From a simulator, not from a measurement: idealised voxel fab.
Process module in this document: voxel trench capacitor
Cross-sectional view cut (width: 210 nm; square cell size: 5 nm).
A cross-section is a grid of square cells, given in bands from the top down. A band is one or more rows of cells. For a band, the entry starts with two heights in nm, that of the top and then that of the bottom, and carries on with the band's materials in order from left to right, each alongside its width in nm; the word "throughout" beside a single material means it fills the band edge to edge, and "blank" means empty space. A quick word on heights: they are counted from 0, and under that level the wafer as it came to us is one material throughout. The lowest band is different from the rest in having no bottom; it simply continues downward, written as in "z 0 and below". Quick explanation for "30->40": the width changes in equal steps down the rows of cells, from the first number in the band's top row to the second number in its bottom row. The cross-section has no changed cell in any step marked "no modifications". "Catalogued sealed voids" specifies each empty space that is not open to the top and that occupies no fewer than 8 cells, using the form width x height at distance, the distance measured from the left edge and all three quantities in nm. Read whatever lies past the settings on a step's line as the simulator's own remark about the step. The line of a step may include "overlay nm". On a step with a mask, this value is how far to the right of its planned place the mask lay. A negative value means the mask lay to the left.

### Intended process steps
1) op RECEIVE | material Si
2) op CONFORMAL_DEP | material SiN | thk nm 10
3) op DIRECTIONAL_DEP | material aC | thk nm 10
4) op PATTERN | tone open | mask id TRENCH | material resist | width nm 25 | pitch nm 50 | thk nm 25 | overlay nm 0
5) op DIRECTIONAL_ETCH | etch materials aC | depth nm 10
6) op STRIP | etch materials resist
7) op DIRECTIONAL_ETCH | etch materials SiN | depth nm 10
8) op DIRECTIONAL_ETCH | etch materials Si | depth nm 30
9) op STRIP | etch materials aC
10) op CONFORMAL_DEP | material SiO2 | thk nm 5
11) op FILL_DEP | material polySi | thk nm 5
12) op CMP | height nm 10

### Wafer as received: cross-section following step 1
z 0 and below: Si throughout
Catalogued sealed voids: none

### First of two wafers: cross-section at end of module, run per plan
z 10 to 0: SiN 15, then SiO2 5, then polySi 15, then SiO2 5, then SiN 25, then SiO2 5, then polySi 15, then SiO2 5, then SiN 25, then SiO2 5, then polySi 15, then SiO2 5, then SiN 25, then SiO2 5, then polySi 15, then SiO2 5, then SiN 20
z 0 to -25: Si 15, then SiO2 5, then polySi 15, then SiO2 5, then Si 25, then SiO2 5, then polySi 15, then SiO2 5, then Si 25, then SiO2 5, then polySi 15, then SiO2 5, then Si 25, then SiO2 5, then polySi 15, then SiO2 5, then Si 20
z -25 to -30: Si 15, then SiO2 25, then Si 25, then SiO2 25, then Si 25, then SiO2 25, then Si 25, then SiO2 25, then Si 20
z -30 and below: Si throughout
Catalogued sealed voids: none

### This is the second of the two wafers, cross-sectioned at the end of the module; it started exactly like the first and was given the same plan, but it was run with one mistake
z 10 to 0: polySi 10, then SiO2 5, then SiN 25, then SiO2 5, then polySi 15, then SiO2 5, then SiN 25, then SiO2 5, then polySi 15, then SiO2 5, then SiN 25, then SiO2 5, then polySi 15, then SiO2 5, then SiN 25, then SiO2 5, then polySi 15
z 0 to -25: polySi 10, then SiO2 5, then Si 25, then SiO2 5, then polySi 15, then SiO2 5, then Si 25, then SiO2 5, then polySi 15, then SiO2 5, then Si 25, then SiO2 5, then polySi 15, then SiO2 5, then Si 25, then SiO2 5, then polySi 15
z -25 to -30: SiO2 15, then Si 25, then SiO2 25, then Si 25, then SiO2 25, then Si 25, then SiO2 25, then Si 25, then SiO2 20
z -30 and below: Si throughout
Catalogued sealed voids: none
Finding, execution versus plan: step 4 was processed under conditions differing from the plan, specifically as op PATTERN | tone cover | mask id TRENCH | material resist | width nm 25 | pitch nm 50 | thk nm 25 | overlay nm 0
Wafer comparison, final, in cells, second relative to first, materials more or fewer: -12 Si | -4 SiN | +2 SiO2 | +14 polySi
